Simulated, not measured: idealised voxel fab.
Module name: voxel transistor to metal (process module)
Square cells of 5 nm make up the cross-section cut, whose width is 160 nm.
Notation: cross-section as square-cell grid; stated in bands, top first, going down; one or more cell rows per band. Top height, bottom height, nm. Materials left to right, width each, nm. Single material + "everywhere" = fills band edge to edge. "air" = empty. Note: height 0 marks the level under which the wafer is uniformly one material as received. Lowest band unbounded below, written "0 down". You'd read "30 to 40" like this: the band's top row of cells is as wide as the first number, its bottom row is as wide as the second, and going down, every row changes width by the same amount as the row before did. Basically "left unchanged" means that step didn't change any cell in the cross-section. For the entry "Enclosed void list", the listed items are empty spaces with no open way to the top whose size is 8 cells or more; each item follows the pattern width x height at distance, where distance is from the left edge and all three are in nm. That trailing text on a step's line, after the settings, is the simulator's own remark on the step. When a step includes a mask, the "overlay nm" setting on its line states how far to the right of its planned place that mask lay, and negative values state how far to the left.
Plan
1,RECEIVE, material Si
2,OXIDIZE, depth nm 5
3,CONFORMAL_DEP, material SiN, thk nm 10
4,PATTERN, tone cover, mask id ACTIVE, material resist, width nm 100, thk nm 20, overlay nm 0
5,DIRECTIONAL_ETCH, etch materials SiN, depth nm 10
6,DIRECTIONAL_ETCH, etch materials SiO2, depth nm 5
7,DIRECTIONAL_ETCH, etch materials Si, depth nm 30
8,STRIP, etch materials resist
9,OXIDIZE, depth nm 5
10,FILL_DEP, material SiO2, thk nm 5
11,CMP, height nm 10
12,SELECTIVE_ETCH, etch materials SiO2, depth nm 5
13,STRIP, etch materials SiN
14,SELECTIVE_ETCH, etch materials SiO2, depth nm 5
15,OXIDIZE, depth nm 5
16,DIRECTIONAL_DEP, material polySi, thk nm 25
17,DIRECTIONAL_DEP, material SiCN, thk nm 15
18,MASKED_ETCH, tone cover, mask id GATE, width nm 20, etch materials SiCN, depth nm 25, overlay nm 0
19,MASKED_ETCH, tone cover, mask id GATE, width nm 20, etch materials polySi, depth nm 35, overlay nm 0
20,CONFORMAL_DEP, material SiN, thk nm 5
21,DIRECTIONAL_ETCH, etch materials SiN, depth nm 5
22,DIRECTIONAL_ETCH, etch materials SiO2, depth nm 5
23,EPI, material nSi, thk nm 5
24,FILL_DEP, material SiO2, thk nm 5
25,CMP, height nm 35
26,DIRECTIONAL_DEP, material SiO2, thk nm 15
27,PATTERN, tone open, mask id CONTACT, material resist, width nm 20, pitch nm 70, thk nm 20, overlay nm 0
28,DIRECTIONAL_ETCH, etch materials SiO2, depth nm 55
29,STRIP, etch materials resist
30,CONFORMAL_DEP, material TiN, thk nm 5
31,FILL_DEP, material W, thk nm 10
32,CMP, height nm 50
33,CONFORMAL_DEP, material SiN, thk nm 5
34,DIRECTIONAL_DEP, material lowk, thk nm 20
35,PATTERN, tone open, mask id METAL_1, material resist, width nm 20, pitch nm 70, thk nm 15, overlay nm -15
36,DIRECTIONAL_ETCH, etch materials lowk, depth nm 20
37,DIRECTIONAL_ETCH, etch materials SiN, depth nm 5
38,STRIP, etch materials resist
39,CONFORMAL_DEP, material TiN, thk nm 5
40,FILL_DEP, material Ru, thk nm 10
41,CMP, height nm 75
42,CONFORMAL_DEP, material SiCN, thk nm 5
43,DIRECTIONAL_DEP, material lowk, thk nm 25
44,DIRECTIONAL_DEP, material aC, thk nm 15
45,PATTERN, tone open, mask id METAL_2_HOLES, material resist, width nm 15, pitch nm 70, thk nm 35, overlay nm 0
46,DIRECTIONAL_ETCH, etch materials aC, depth nm 15
47,STRIP, etch materials resist
48,DIRECTIONAL_ETCH, etch materials lowk, depth nm 25
49,STRIP, etch materials aC
50,PATTERN, tone open, mask id METAL_2, material resist, width nm 20, pitch nm 70, thk nm 15, overlay nm 0
51,DIRECTIONAL_ETCH, etch materials lowk, depth nm 15
52,DIRECTIONAL_ETCH, etch materials SiCN, depth nm 5
53,STRIP, etch materials resist
54,CONFORMAL_DEP, material TiN, thk nm 5
55,FILL_DEP, material Cu, thk nm 10
56,CMP, height nm 105
57,CONFORMAL_DEP, material SiCN, thk nm 5
varied across the wafers: overlay nm of step 35. The plan shows the first wafer's value. All wafers start alike
As-received state after step 1, first of several wafers, cross-section
0 down: Si everywhere
Enclosed void list: none
Wafer rows; end of module; cells per material since receipt: (+) gained, (-) lost; then closed voids
overlay nm -15, +14 Cu, +16 Ru, -148 Si, +70 SiCN, +42 SiN, +316 SiO2, +100 TiN, +40 W, +220 lowk, +14 nSi, +20 polySi, Enclosed void list: none
overlay nm -10, +14 Cu, +16 Ru, -148 Si, +70 SiCN, +42 SiN, +316 SiO2, +100 TiN, +40 W, +220 lowk, +14 nSi, +20 polySi, Enclosed void list: none
overlay nm -5, +14 Cu, +16 Ru, -148 Si, +70 SiCN, +42 SiN, +316 SiO2, +100 TiN, +40 W, +220 lowk, +14 nSi, +20 polySi, Enclosed void list: none
overlay nm 0, +14 Cu, +16 Ru, -148 Si, +70 SiCN, +42 SiN, +316 SiO2, +100 TiN, +40 W, +220 lowk, +14 nSi, +20 polySi, Enclosed void list: none
overlay nm 5, +14 Cu, +16 Ru, -148 Si, +70 SiCN, +42 SiN, +316 SiO2, +100 TiN, +40 W, +220 lowk, +14 nSi, +20 polySi, Enclosed void list: none
overlay nm 10, +14 Cu, +16 Ru, -148 Si, +70 SiCN, +42 SiN, +316 SiO2, +100 TiN, +40 W, +220 lowk, +14 nSi, +20 polySi, Enclosed void list: none
overlay nm 15, +14 Cu, +16 Ru, -148 Si, +70 SiCN, +42 SiN, +316 SiO2, +100 TiN, +40 W, +220 lowk, +14 nSi, +20 polySi, Enclosed void list: none
